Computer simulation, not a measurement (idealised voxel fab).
Title: Process Module voxel transistor to metal
Each square cell in cross-section cut measures 5 nm, and the section as a whole is 190 nm wide.
Square cells in a grid make up a cross-section in this document, and the grid is given as bands, listed from the top down, each one or more rows of cells. It is stipulated that each band's entry specify, in nanometres, the height of the top of the band and then that of its bottom, followed by the materials of the band in left-to-right sequence, each together with its width in nanometres. A single material marked by the word "full width" is understood to fill the band from edge to edge; the word "empty" is understood to denote empty space. Basically, 0 is our baseline, since under it the wafer straight out of the box is all one material. The bottom band has no lower end and keeps on going down, so it looks like "0 down". When a width is written as two numbers, as in "30 to 40", the first number is the width in the top row of cells of the band and the second is the width in its bottom row, and the width changes by the same amount from each row to the next. "identical to before" (step): cross-section cells unchanged, all of them. "Closed void entries" contains a list of empty spaces, each no smaller than 8 cells and without an open way to the top, written in the form width x height at distance with the distance from the left edge and all three in nm. On a step's line, text after the settings is the simulator commenting on that step. A step's line can hold "overlay nm"; with a mask on that step, the setting says how far right of the planned place the mask lay, while a negative setting says it lay to the left.
# Here's what the planned process steps look like
1: RECEIVE, material Si
2: OXIDIZE, depth nm 5
3: CONFORMAL_DEP, material SiN, thk nm 15
4: MASKED_ETCH, tone cover, mask id ACTIVE, width nm 100, etch materials SiN, depth nm 15, overlay nm 0
5: MASKED_ETCH, tone cover, mask id ACTIVE, width nm 100, etch materials SiO2, depth nm 5, overlay nm 0
6: MASKED_ETCH, tone cover, mask id ACTIVE, width nm 100, etch materials Si, depth nm 30, overlay nm 0
7: FILL_DEP, material SiO2, thk nm 15
8: CMP, height nm 15
9: SELECTIVE_ETCH, etch materials SiO2, depth nm 5
10: STRIP, etch materials SiN
11: SELECTIVE_ETCH, etch materials SiO2, depth nm 5
12: OXIDIZE, depth nm 5
13: DIRECTIONAL_DEP, material polySi, thk nm 25
14: DIRECTIONAL_DEP, material SiCN, thk nm 15
15: MASKED_ETCH, tone cover, mask id GATE, width nm 20, etch materials SiCN, depth nm 25, overlay nm 0
16: MASKED_ETCH, tone cover, mask id GATE, width nm 20, etch materials polySi, depth nm 35, overlay nm 0
17: CONFORMAL_DEP, material SiN, thk nm 10
18: DIRECTIONAL_ETCH, etch materials SiN, depth nm 10
19: DIRECTIONAL_ETCH, etch materials SiO2, depth nm 5
20: DIRECTIONAL_ETCH, etch materials Si, depth nm 5
21: EPI, material nSi, thk nm 5
22: FILL_DEP, material SiO2, thk nm 5
23: CMP, height nm 35
24: DIRECTIONAL_DEP, material SiO2, thk nm 15
25: MASKED_ETCH, tone open, mask id CONTACT, width nm 20, pitch nm 70, etch materials SiO2, depth nm 60, overlay nm 0
26: CONFORMAL_DEP, material TiN, thk nm 5
27: FILL_DEP, material Ru, thk nm 10
28: CMP, height nm 50
29: DIRECTIONAL_DEP, material TiN, thk nm 5
30: DIRECTIONAL_DEP, material Ru, thk nm 15
31: PATTERN, tone cover, mask id METAL_1, material resist, width nm 20, pitch nm 70, thk nm 20, overlay nm 0
32: DIRECTIONAL_ETCH, etch materials Ru, depth nm 15
33: DIRECTIONAL_ETCH, etch materials TiN, depth nm 5
34: STRIP, etch materials resist
35: CONFORMAL_DEP, material SiN, thk nm 5
36: FILL_DEP, material SiO2, thk nm 5
37: CMP, height nm 70
38: CONFORMAL_DEP, material SiCN, thk nm 5
# as received, after step 1
    0 down | Si full width
    Closed void entries: none
# Starting wafer: above. Plan: above. Run: one mistake. Cross-section after the module: below
    75 to 70 | SiCN full width
    70 to 55 | 40 SiO2 | 5 SiN | 20 Ru | 5 SiN | 40 SiO2 | 5 SiN | 20 Ru | 5 SiN | 50 SiO2
    55 to 50 | 45 SiN | 20 TiN | 50 SiN | 20 TiN | 55 SiN
    50 to 35 | 50 SiO2 | 5 TiN | 10 Ru | 5 TiN | 50 SiO2 | 5 TiN | 10 Ru | 5 TiN | 50 SiO2
    35 to 20 | 50 SiO2 | 5 TiN | 10 Ru | 5 TiN | 5 SiO2 | 10 SiN | 20 SiCN | 10 SiN | 5 SiO2 | 5 TiN | 10 Ru | 5 TiN | 50 SiO2
    20 to 5 | 50 SiO2 | 5 TiN | 10 Ru | 5 TiN | 5 SiO2 | 10 SiN | 20 polySi | 10 SiN | 5 SiO2 | 5 TiN | 10 Ru | 5 TiN | 50 SiO2
    5 to -5 | 40 SiO2 | 10 SiN | 5 to 10 TiN | 10 to 5 Ru | 5 TiN | 5 SiO2 | 10 SiN | 20 polySi | 10 SiN | 5 SiO2 | 5 TiN | 10 to 5 Ru | 5 to 10 TiN | 10 SiN | 40 SiO2
    -5 to -10 | 50 SiO2 | 5 nSi | 15 TiN | 5 nSi | 40 SiO2 | 5 nSi | 15 TiN | 5 nSi | 50 SiO2
    -10 to -15 | 45 SiO2 | 5 Si | 25 nSi | 40 Si | 25 nSi | 5 Si | 45 SiO2
    -15 to -35 | 45 SiO2 | 100 Si | 45 SiO2
    -35 down | Si full width
    Closed void entries: none
The plan and the run diverged here: off-plan run, step 31, actual operation and settings PATTERN, tone cover, mask id METAL_1, material resist, width nm 20, pitch nm 70, thk nm 20, overlay nm -5
